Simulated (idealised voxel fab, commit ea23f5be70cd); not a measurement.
process module | voxel released beams
The cross-section on display is named cut; it measures 195 nm wide, and its cells are 5 nm squares.
Cross-section spec: square-cell grid; bands listed top down; each band is one or more rows.
Band entry format. Leading values: height of top, height of bottom, nm. Remainder: materials in left-to-right order, each with its width in nm. Special words: "edge to edge" on a single material, which then fills the band edge to edge; "blank", empty space.
Where do heights start? At 0: under that level the wafer as delivered is made of one material only. And the lowest band has no floor; it just carries on downward, as in "z 0 and below".
A width such as "30->40" changes by the same amount from each row of cells to the next, from the band's top row to its bottom row.
Reading "stayed the same" for a step: not a cell of the cross-section changed in it.
Closed void list: empty space of 8 cells or more with no open way to the top, each as width x height at its distance from the left edge, in nm
Text after the settings on a step's line: the simulator's own remark on that step.
Each step line may optionally specify "overlay nm", which for a step with a mask gives the rightward distance between the mask's planned place and where it lay, a negative value indicating the leftward direction.
[Listed below are the process steps as planned]
| 1 | RECEIVE: material Si |
| 2 | CONFORMAL_DEP: material SiN, thk nm 10 |
| 3 | DIRECTIONAL_DEP: material SiO2, thk nm 20 |
| 4 | MASKED_ETCH: tone open, mask id ANCHOR, width nm 45, etch materials SiO2, depth nm 20, overlay nm 0 |
| 5 | CONFORMAL_DEP: material TiN, thk nm 15 |
| 6 | PATTERN: tone cover, mask id BEAM, material resist, width nm 115, thk nm 15, overlay nm 0 |
| 7 | DIRECTIONAL_ETCH: etch materials TiN, depth nm 15 |
| 8 | STRIP: etch materials resist |
| 9 | STRIP: etch materials SiO2 |
What sets these wafers apart? The width nm at step 6. They all start alike, and the plan carries the first wafer's value.
[The as-received cross-section of the first of several wafers corresponds to the state after step 1]
z 0 and below | Si edge to edge
Closed void list: none
[Shown in cross-section: the first of several wafers at the end of the module, after its last step, step 9]
z 45 to 30 | blank=35 / TiN=15 / blank=15 / TiN=85 / blank=45
z 30 to 25 | blank=35 / TiN=15 / blank=15 / TiN=15 / blank=115
z 25 to 10 | blank=35 / TiN=45 / blank=115
z 10 to 0 | SiN edge to edge
z 0 and below | Si edge to edge
Closed void list: none
[Final wafer cross-section at module end]
z 45 to 30 | blank=25 / TiN=25 / blank=15 / TiN=100 / blank=30
z 30 to 25 | blank=35 / TiN=15 / blank=15 / TiN=15 / blank=115
z 25 to 10 | blank=35 / TiN=45 / blank=115
z 10 to 0 | SiN edge to edge
z 0 and below | Si edge to edge
Closed void list: none
[Row per wafer, end-of-module: cell gain (+)/loss (-) by material since the wafer came in, then closed voids]
width nm 115; +78 SiN; +93 TiN; Closed void list: none
width nm 120; +78 SiN; +96 TiN; Closed void list: none
width nm 125; +78 SiN; +99 TiN; Closed void list: none
width nm 130; +78 SiN; +102 TiN; Closed void list: none
width nm 135; +78 SiN; +105 TiN; Closed void list: none
width nm 140; +78 SiN; +108 TiN; Closed void list: none
